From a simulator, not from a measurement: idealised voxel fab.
The document below concerns the process module designated voxel air gaps.
Displayed cross-section: cut, width of 185 nm, square cells sized 5 nm.
A cross-section in this document is a grid of square cells, and it is written down as bands, the top band listed before the ones below it; a band is made up of one or more rows of cells.
A band entry consists of two parts. The first gives the height of the band's top and the height of its bottom, in nm. The rest lists the band's materials from left to right, each with its width in nm. A single material labelled with the word "everywhere" fills the band from edge to edge, and the word "blank" marks empty space.
Zero point of the height axis is 0; under it, received wafer = one material. Lowest band: continues down indefinitely, "0 nm and below".
A two-number width, for instance "30->40", indicates that the width is equal to the first number in the top row of the band and to the second number in the bottom row, and that it changes by a constant amount per row of cells.
"nothing altered" (step): cross-section cells unchanged, all of them.
This entry, "Unvented voids", enumerates those empty regions of no fewer than 8 cells that possess no open connection to the top. Each region is reported in the form width x height at distance, the distance being taken from the left edge, with all three quantities expressed in nm.
Whatever follows a step's settings on its line is a remark the simulator itself makes about that step.
Each step line may optionally specify "overlay nm", which for a step with a mask gives the rightward distance between the mask's planned place and where it lay, a negative value indicating the leftward direction.
THESE ARE THE STEPS WE PLANNED FOR THE PROCESS
1) RECEIVE with material Si
2) CONFORMAL_DEP with material SiO2, thk nm 5
3) CONFORMAL_DEP with material SiCN, thk nm 5
4) DIRECTIONAL_DEP with material SiO2, thk nm 30
5) PATTERN with tone open, mask id LINES, material resist, width nm 20, pitch nm 50, thk nm 20, overlay nm 0
6) DIRECTIONAL_ETCH with etch materials SiO2, depth nm 30
7) STRIP with etch materials resist
8) CONFORMAL_DEP with material TiN, thk nm 5
9) FILL_DEP with material Cu, thk nm 5
10) CMP with height nm 45
11) EPI with material Ru, thk nm 10
12) SELECTIVE_ETCH with etch materials SiO2, depth nm 40
13) CONFORMAL_DEP with material SiCN, thk nm 5
All wafers enter the flow in the same state. The thk nm at step 2 differs from wafer to wafer, and the plan gives the value for the first wafer.
FIRST WAFER OF SEVERAL, AS RECEIVED: CROSS-SECTION AFTER STEP 1
> 0 nm and below | Si everywhere
> Unvented voids: none
HERE IS THE CROSS-SECTION OF THE FIRST OF SEVERAL WAFERS AT THE END OF THE MODULE, AFTER ITS LAST STEP, STEP 13
> 60 nm to 55 nm | SiCN everywhere
> 55 nm to 45 nm | Ru everywhere
> 45 nm to 40 nm | TiN: 35, Cu: 10, TiN: 40, Cu: 10, TiN: 40, Cu: 10, TiN: 40
> 40 nm to 15 nm | SiO2: 30, TiN: 5, Cu: 10, TiN: 5, SiO2: 30, TiN: 5, Cu: 10, TiN: 5, SiO2: 30, TiN: 5, Cu: 10, TiN: 5, SiO2: 35
> 15 nm to 10 nm | SiO2: 30, TiN: 20, SiO2: 30, TiN: 20, SiO2: 30, TiN: 20, SiO2: 35
> 10 nm to 5 nm | SiCN everywhere
> 5 nm to 0 nm | SiO2 everywhere
> 0 nm and below | Si everywhere
> Unvented voids: none
END OF MODULE: CROSS-SECTION, LAST OF SEVERAL WAFERS
> 60 nm to 55 nm | blank: 15, SiCN: 150, blank: 20
> 55 nm to 45 nm | blank: 15, SiCN: 5, Ru: 40, SiCN: 10, Ru: 40, SiCN: 10, Ru: 40, SiCN: 5, blank: 20
> 45 nm to 40 nm | blank: 15, SiCN: 15, TiN: 5, Cu: 10, TiN: 5, SiCN: 30, TiN: 5, Cu: 10, TiN: 5, SiCN: 30, TiN: 5, Cu: 10, TiN: 5, SiCN: 15, blank: 20
> 40 nm to 35 nm | blank: 25, SiCN: 5, TiN: 5, Cu: 10, TiN: 5, SiCN: 5, blank: 20, SiCN: 5, TiN: 5, Cu: 10, TiN: 5, SiCN: 5, blank: 20, SiCN: 5, TiN: 5, Cu: 10, TiN: 5, SiCN: 5, blank: 30
> 35 nm to 30 nm | SiCN: 30, TiN: 20, SiCN: 30, TiN: 20, SiCN: 30, TiN: 20, SiCN: 35
> 30 nm to 25 nm | SiCN everywhere
> 25 nm to 0 nm | SiO2 everywhere
> 0 nm and below | Si everywhere
> Unvented voids: none
BELOW: A ROW PER WAFER. CONTENTS AT END OF MODULE: FOR EVERY MATERIAL, CELLS GAINED SINCE RECEIPT (+) OR LOST SINCE RECEIPT (-); THEN CLOSED VOIDS
thk nm 5 | +36 Cu | +74 Ru | +74 SiCN | +187 SiO2 | +73 TiN | Unvented voids: none
thk nm 10 | +30 Cu | +48 Ru | +146 SiCN | +74 SiO2 | +42 TiN | Unvented voids: 20 x 20 at 55; 20 x 20 at 105
thk nm 15 | +24 Cu | +48 Ru | +140 SiCN | +111 SiO2 | +36 TiN | Unvented voids: 20 x 15 at 55; 20 x 15 at 105
thk nm 20 | +18 Cu | +48 Ru | +134 SiCN | +148 SiO2 | +30 TiN | Unvented voids: 20 x 10 at 55; 20 x 10 at 105
thk nm 25 | +12 Cu | +48 Ru | +128 SiCN | +185 SiO2 | +24 TiN | Unvented voids: none
